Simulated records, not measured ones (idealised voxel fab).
Process module, titled voxel self aligned vias
cross-section cut | 185 nm wide | cells 5 nm
For the purposes of this document, a cross-section shall be understood as a grid of square cells, specified as bands listed in top-to-bottom order, each band consisting of one or more rows of cells. The entry gives the band's vertical extent as a top height and a bottom height in nm, then its horizontal make-up as materials from left to right, each with a width in nm. "empty" stands for empty space; a single material marked "edge to edge" fills the band edge to edge. The reference from which all heights are counted is 0, the level beneath which the as-received wafer is entirely one material; the lowest band, having no lower bound, proceeds downward and is written after the example "0 and below". The expression "30 to 40" gives the width at the extremes of the band, the first number at its top row of cells and the second at its bottom row, with the width changing by equal amounts from each row to the next in between. "stayed the same", as given for a step, is the statement that not any cell of the cross-section underwent a change during that step. "Trapped void list" lists enclosed empty spaces (at least 8 cells, no open path upward to the top), each as width x height at distance from the left edge, in nm. after a step's settings: what the simulator itself notes on the step. overlay nm, on a step with a mask: how far to the right of its planned place the mask lay; to the left if negative.
Process steps foreseen in the plan:
step 1: RECEIVE: material Si
step 2: CONFORMAL_DEP: material SiO2, thk nm 10
step 3: CONFORMAL_DEP: material SiCN, thk nm 5
step 4: DIRECTIONAL_DEP: material SiO2, thk nm 25
step 5: PATTERN: tone open, mask id LINES, material resist, width nm 25, pitch nm 55, thk nm 20, overlay nm 0
step 6: DIRECTIONAL_ETCH: etch materials SiO2, depth nm 25
step 7: STRIP: etch materials resist
step 8: CONFORMAL_DEP: material TiN, thk nm 5
step 9: FILL_DEP: material Ru, thk nm 5
step 10: CMP: height nm 40
step 11: SELECTIVE_ETCH: etch materials W Ru TiN, depth nm 5
step 12: FILL_DEP: material SiN, thk nm 5
step 13: CMP: height nm 40
step 14: DIRECTIONAL_DEP: material SiO2, thk nm 15
step 15: DIRECTIONAL_DEP: material aC, thk nm 10
step 16: PATTERN: tone open, mask id VIAS, material resist, width nm 35, thk nm 30, overlay nm 0
step 17: DIRECTIONAL_ETCH: etch materials aC, depth nm 10
step 18: STRIP: etch materials resist
step 19: DIRECTIONAL_ETCH: etch materials SiO2, depth nm 15
step 20: DIRECTIONAL_ETCH: etch materials SiN, depth nm 5
step 21: STRIP: etch materials aC
step 22: CONFORMAL_DEP: material TiN, thk nm 5
step 23: FILL_DEP: material Cu, thk nm 5
step 24: CMP: height nm 55
step 25: CONFORMAL_DEP: material SiN, thk nm 5
So this is the incoming wafer in cross-section - it's already been through step 1:
* 0 and below: Si edge to edge
* Trapped void list: none
Cross-section, end of module. Start: as above. Plan: as above. Execution: one mistake:
* 60 down to 55: SiN edge to edge
* 55 down to 45: SiO2 45  TiN 5  Cu 25  TiN 5  SiO2 105
* 45 down to 40: SiO2 45  TiN 35  SiO2 105
* 40 down to 35: SiCN edge to edge
* 35 down to 0: SiO2 edge to edge
* 0 and below: Si edge to edge
* Trapped void list: none
Where did the run depart from the plan? contrary to the plan, steps 3 and 4 were processed in exchanged order
